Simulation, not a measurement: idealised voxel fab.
Process module in this document: voxel self aligned contacts
Shown is cross-section cut, with a width of 200 nm and square cells of size 5 nm.
We lay out every cross-section as a grid of square cells and spell it out in bands from the top down, where one band means one or more rows of cells.
In this notation a band is specified by the heights of its top and bottom, in that order and in nm, after which its materials appear from left to right, each paired with its width in nm. The word "everywhere" attached to a single material means that material fills the band from edge to edge; the word "blank" stands for empty space.
The level at which height equals 0 is the one under which the wafer, as it arrives, is entirely one material. No lower edge exists for the bottom band, which continues downward and is notated as in "0 down".
Graded width ("30..40"): value in top row of band = first number; value in bottom row = second number; row-to-row change constant.
Key: "left unchanged" - step with no changed cell in the cross-section.
Listed in "Enclosed void catalog": every empty space of 8 or more cells without an open way to the top. Form: width x height at distance, the distance being from the left edge, all in nm.
Heads up: the bit after the settings on a step's line is the simulator's remark on that step.
overlay nm: mask right of planned place by this much (step with mask). Neg. = left.
List of planned process steps:
1. RECEIVE,material Si
2. CONFORMAL_DEP,material SiO2,thk nm 5
3. DIRECTIONAL_DEP,material polySi,thk nm 30
4. DIRECTIONAL_DEP,material SiN,thk nm 20
5. DIRECTIONAL_DEP,material aC,thk nm 15
6. PATTERN,tone cover,mask id GATE,material resist,width nm 25,pitch nm 60,thk nm 30,overlay nm 0
7. DIRECTIONAL_ETCH,etch materials aC,depth nm 15
8. STRIP,etch materials resist
9. DIRECTIONAL_ETCH,etch materials SiN,depth nm 20
10. DIRECTIONAL_ETCH,etch materials polySi,depth nm 30
11. STRIP,etch materials aC
12. CONFORMAL_DEP,material SiN,thk nm 10
13. DIRECTIONAL_ETCH,etch materials SiN,depth nm 10
14. FILL_DEP,material SiO2,thk nm 15
15. CMP,height nm 60
16. MASKED_ETCH,tone open,mask id CONTACT,width nm 45,etch materials SiO2,depth nm 60,overlay nm 0
17. CONFORMAL_DEP,material TiN,thk nm 5
18. FILL_DEP,material Ru,thk nm 5
19. CMP,height nm 60
20. CONFORMAL_DEP,material SiN,thk nm 5
Incoming wafer, cross-sectional view, post step 1:
- 0 down = Si everywhere
- Enclosed void catalog: none
Cross-section: first of two wafers, module finished, run according to plan:
- 65 to 60 = SiN everywhere
- 60 to 55 = SiO2 (75) | TiN (20) | Ru (5) | TiN (20) | SiO2 (80)
- 55 to 35 = SiO2 (45) | SiN (45) | TiN (5) | Ru (5) | TiN (5) | SiN (45) | SiO2 (50)
- 35 to 5 = SiO2 (45) | SiN (10) | polySi (25) | SiN (10) | TiN (5) | Ru (5) | TiN (5) | SiN (10) | polySi (25) | SiN (10) | SiO2 (50)
- 5 to 0 = SiO2 (90) | TiN (15) | SiO2 (95)
- 0 down = Si everywhere
- Enclosed void catalog: none
End of module, second wafer, cross-section. Started like the first, planned like the first, run with one mistake:
- 65 to 60 = SiN everywhere
- 60 to 55 = SiO2 (75) | TiN (20) | Ru (5) | TiN (20) | SiO2 (80)
- 55 to 40 = SiO2 (45) | SiN (45) | TiN (5) | Ru (5) | TiN (5) | SiN (45) | SiO2 (50)
- 40 to 35 = SiO2 (45) | SiN (45) | TiN (15) | SiN (45) | SiO2 (50)
- 35 to 5 = TiN everywhere
- 5 to 0 = SiO2 everywhere
- 0 down = Si everywhere
- Enclosed void catalog: none
Against the plan, the run slipped here: step 3: run off-plan, actual operation and settings DIRECTIONAL_DEP,material TiN,thk nm 30
Once processing is complete, comparing cell counts shows that the second wafer has more or fewer of certain materials than the first: Ru: 7 fewer; SiN: 48 fewer; SiO2: 111 fewer; TiN: 226 more; polySi: 60 fewer
